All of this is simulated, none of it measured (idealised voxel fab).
Process module heading - voxel capacitor over wiring
Cross-section cut spans 155 nm and uses square cells 5 nm in size.
Think of the cross-section as a grid of square cells. We describe it in bands, top to bottom, and each band covers one or more rows of those cells.
Band entry format. Leading values: height of top, height of bottom, nm. Remainder: materials in left-to-right order, each with its width in nm. Special words: "full width" on a single material, which then fills the band edge to edge; "blank", empty space.
Convention: height 0 is the level below which the wafer, as received, is all one material. The lowest band does not terminate at the bottom but continues downward, represented as "0 down".
Per-row width for "30->40": begins at first number (top row of band), ends at second number (bottom row), increment between rows held constant.
It should be understood that the words "nothing altered", when stated for a given step, signify that the cross-section underwent no change in any of its cells during that step.
The entry "Closed voids list" lists the empty spaces that cover at least 8 cells and have no open path to the top. Each is written as width x height at distance, where the distance is measured from the left edge and all three values are in nm.
It should be noted that, on the line of a given step, the content following the step's settings is a remark produced by the simulator itself with respect to that step.
Regarding "overlay nm": on a step with a mask, it is the distance the mask lay to the right of its planned place; a negative value places it to the left.
**Planned process steps**
| 1 | RECEIVE,material Si |
| 2 | CONFORMAL_DEP,material SiO2,thk nm 10 |
| 3 | CONFORMAL_DEP,material SiCN,thk nm 5 |
| 4 | DIRECTIONAL_DEP,material SiO2,thk nm 20 |
| 5 | DIRECTIONAL_DEP,material aC,thk nm 15 |
| 6 | PATTERN,tone open,mask id METAL_1,material resist,width nm 30,pitch nm 90,thk nm 35,overlay nm 0 |
| 7 | DIRECTIONAL_ETCH,etch materials aC,depth nm 15 |
| 8 | STRIP,etch materials resist |
| 9 | DIRECTIONAL_ETCH,etch materials SiO2,depth nm 20 |
| 10 | DIRECTIONAL_ETCH,etch materials SiCN,depth nm 5 |
| 11 | STRIP,etch materials aC |
| 12 | CONFORMAL_DEP,material TiN,thk nm 5 |
| 13 | FILL_DEP,material Ru,thk nm 10 |
| 14 | CMP,height nm 35 |
| 15 | CONFORMAL_DEP,material SiCN,thk nm 5 |
| 16 | DIRECTIONAL_DEP,material SiO2,thk nm 20 |
| 17 | PATTERN,tone open,mask id PLUG_1,material resist,width nm 15,thk nm 20,overlay nm 0 |
| 18 | DIRECTIONAL_ETCH,etch materials SiO2,depth nm 20 |
| 19 | DIRECTIONAL_ETCH,etch materials SiCN,depth nm 5 |
| 20 | STRIP,etch materials resist |
| 21 | EPI,material Ru,thk nm 10 |
| 22 | EPI,material Ru,thk nm 10 |
| 23 | EPI,material Ru,thk nm 5 |
| 24 | DIRECTIONAL_DEP,material TiN,thk nm 10 |
| 25 | DIRECTIONAL_DEP,material Al2O3,thk nm 5 |
| 26 | DIRECTIONAL_DEP,material TiN,thk nm 10 |
| 27 | DIRECTIONAL_DEP,material aC,thk nm 15 |
| 28 | PATTERN,tone cover,mask id UPPER_PLATE,material resist,width nm 65,thk nm 30,overlay nm 0 |
| 29 | DIRECTIONAL_ETCH,etch materials aC,depth nm 15 |
| 30 | STRIP,etch materials resist |
| 31 | DIRECTIONAL_ETCH,etch materials TiN,depth nm 10 |
| 32 | DIRECTIONAL_ETCH,etch materials Al2O3,depth nm 5 |
| 33 | STRIP,etch materials aC |
| 34 | DIRECTIONAL_DEP,material aC,thk nm 10 |
| 35 | PATTERN,tone cover,mask id LOWER_PLATE,material resist,width nm 75,thk nm 30,overlay nm 0 |
| 36 | DIRECTIONAL_ETCH,etch materials aC,depth nm 10 |
| 37 | STRIP,etch materials resist |
| 38 | DIRECTIONAL_ETCH,etch materials TiN,depth nm 10 |
| 39 | STRIP,etch materials aC |
| 40 | FILL_DEP,material SiO2,thk nm 15 |
| 41 | CMP,height nm 95 |
| 42 | DIRECTIONAL_DEP,material aC,thk nm 15 |
| 43 | PATTERN,tone open,mask id PLUG_2,material resist,width nm 15,thk nm 35,overlay nm 0 |
| 44 | DIRECTIONAL_ETCH,etch materials aC,depth nm 15 |
| 45 | STRIP,etch materials resist |
| 46 | DIRECTIONAL_ETCH,etch materials SiO2,depth nm 10 |
| 47 | STRIP,etch materials aC |
| 48 | CONFORMAL_DEP,material TiN,thk nm 5 |
| 49 | FILL_DEP,material Ru,thk nm 10 |
| 50 | CMP,height nm 95 |
| 51 | CONFORMAL_DEP,material SiN,thk nm 5 |
**Cross-sectional view of the wafer in its as-received condition, corresponding to the state after step 1**
> 0 down | Si full width
> Closed voids list: none
**Here's the cross-section of the first of our two wafers at the end of the module - it ran as planned**
> 100 to 95 | SiN full width
> 95 to 90 | SiO2: 40  TiN: 5  Ru: 5  TiN: 5  SiO2: 100
> 90 to 85 | SiO2: 40  TiN: 15  SiO2: 100
> 85 to 75 | SiO2: 30  TiN: 65  SiO2: 60
> 75 to 70 | SiO2: 30  Al2O3: 65  SiO2: 60
> 70 to 60 | SiO2: 25  TiN: 75  SiO2: 55
> 60 to 40 | SiO2: 30  Ru: 15  SiO2: 110
> 40 to 35 | SiCN: 30  Ru: 15  SiCN: 110
> 35 to 15 | SiO2: 15  TiN: 5  Ru: 20  TiN: 5  SiO2: 60  TiN: 5  Ru: 20  TiN: 5  SiO2: 20
> 15 to 10 | SiCN: 15  TiN: 30  SiCN: 60  TiN: 30  SiCN: 20
> 10 to 0 | SiO2 full width
> 0 down | Si full width
> Closed voids list: none
**Second wafer through the module, sectioned at the end: same beginning and same plan as the first wafer, with one mistake in carrying it out**
> 100 to 95 | SiN full width
> 95 to 90 | SiO2: 40  TiN: 5  Ru: 5  TiN: 5  SiO2: 100
> 90 to 85 | SiO2: 40  TiN: 15  SiO2: 100
> 85 to 75 | SiO2: 30  TiN: 65  SiO2: 60
> 75 to 65 | SiO2: 25  TiN: 75  SiO2: 55
> 65 to 60 | Al2O3 full width
> 60 to 40 | SiO2: 30  Ru: 15  SiO2: 110
> 40 to 35 | SiCN: 30  Ru: 15  SiCN: 110
> 35 to 15 | SiO2: 15  TiN: 5  Ru: 20  TiN: 5  SiO2: 60  TiN: 5  Ru: 20  TiN: 5  SiO2: 20
> 15 to 10 | SiCN: 15  TiN: 30  SiCN: 60  TiN: 30  SiCN: 20
> 10 to 0 | SiO2 full width
> 0 down | Si full width
> Closed voids list: none
Plan not followed: steps 24 and 25 swapped
Final wafer comparison in cells, second versus first, more or fewer per material: Al2O3: 18 more | SiO2: 18 fewer
